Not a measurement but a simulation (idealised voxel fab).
Process module under the name voxel self aligned vias
The width of the displayed cross-section, cut, is 220 nm; its cells are square, with a size of 5 nm.
Reading order for cross-sections: top band down to bottom band. Underlying form: a grid of square cells. Band size: one or more rows of cells. The entry gives the band's vertical extent as a top height and a bottom height in nm, then its horizontal make-up as materials from left to right, each with a width in nm. "air" stands for empty space; a single material marked "edge to edge" fills the band edge to edge. Basically, 0 is our baseline, since under it the wafer straight out of the box is all one material. The bottom band has no lower end and keeps on going down, so it looks like "0 down". You'd read "30..40" like this: the band's top row of cells is as wide as the first number, its bottom row is as wide as the second, and going down, every row changes width by the same amount as the row before did. What does "all unchanged" mean for a step? It means no cell of the cross-section changed in that step. Each empty space that has no open way to the top and spans at least 8 cells appears under "Closed void inventory" as width x height at distance, the distance counted from the left edge, all in nm. Read whatever lies past the settings on a step's line as the simulator's own remark about the step. overlay nm: where the mask lay relative to plan, measured to the right, on steps with a mask; negatives go left.

## Intended process steps
| 1 | RECEIVE [material Si] |
| 2 | CONFORMAL_DEP [material SiO2] [thk nm 10] |
| 3 | CONFORMAL_DEP [material SiCN] [thk nm 5] |
| 4 | DIRECTIONAL_DEP [material lowk] [thk nm 25] |
| 5 | PATTERN [tone open] [mask id LINES] [material resist] [width nm 15] [pitch nm 55] [thk nm 15] [overlay nm 0] |
| 6 | DIRECTIONAL_ETCH [etch materials lowk] [depth nm 25] |
| 7 | STRIP [etch materials resist] |
| 8 | CONFORMAL_DEP [material TiN] [thk nm 5] |
| 9 | FILL_DEP [material Ru] [thk nm 5] |
| 10 | CMP [height nm 40] |
| 11 | SELECTIVE_ETCH [etch materials W Ru TiN] [depth nm 10] |
| 12 | FILL_DEP [material SiN] [thk nm 10] |
| 13 | CMP [height nm 40] |
| 14 | DIRECTIONAL_DEP [material lowk] [thk nm 20] |
| 15 | MASKED_ETCH [tone open] [mask id VIAS] [width nm 40] [etch materials lowk] [depth nm 20] [overlay nm 0] |
| 16 | MASKED_ETCH [tone open] [mask id VIAS] [width nm 40] [etch materials SiN] [depth nm 10] [overlay nm 0] |
| 17 | CONFORMAL_DEP [material TiN] [thk nm 5] |
| 18 | FILL_DEP [material W] [thk nm 10] |
| 19 | CMP [height nm 60] |
| 20 | CONFORMAL_DEP [material SiCN] [thk nm 5] |
Heads up: all these wafers start the same, and what changes between them is the width nm in step 5. The value you see in the plan is just what the first wafer got.

## First wafer of several, as received: cross-section after step 1
> 0 down = Si edge to edge
> Closed void inventory: none

## The rows of the table below are wafers. Looking at the end of the module, a row counts, for every material, the cells the wafer has gained, shown as (+), or lost, shown as (-), since it was received; its closed voids come next
width nm 15 | +4 Ru | +88 SiCN | +6 SiN | +88 SiO2 | +32 TiN | +20 W | +334 lowk | Closed void inventory: none
width nm 20 | +8 Ru | +88 SiCN | +8 SiN | +88 SiO2 | +34 TiN | +22 W | +324 lowk | Closed void inventory: none
width nm 25 | +12 Ru | +88 SiCN | +10 SiN | +88 SiO2 | +36 TiN | +24 W | +314 lowk | Closed void inventory: none
width nm 30 | +16 Ru | +88 SiCN | +12 SiN | +88 SiO2 | +38 TiN | +26 W | +304 lowk | Closed void inventory: none
width nm 35 | +20 Ru | +88 SiCN | +14 SiN | +88 SiO2 | +40 TiN | +28 W | +294 lowk | Closed void inventory: none
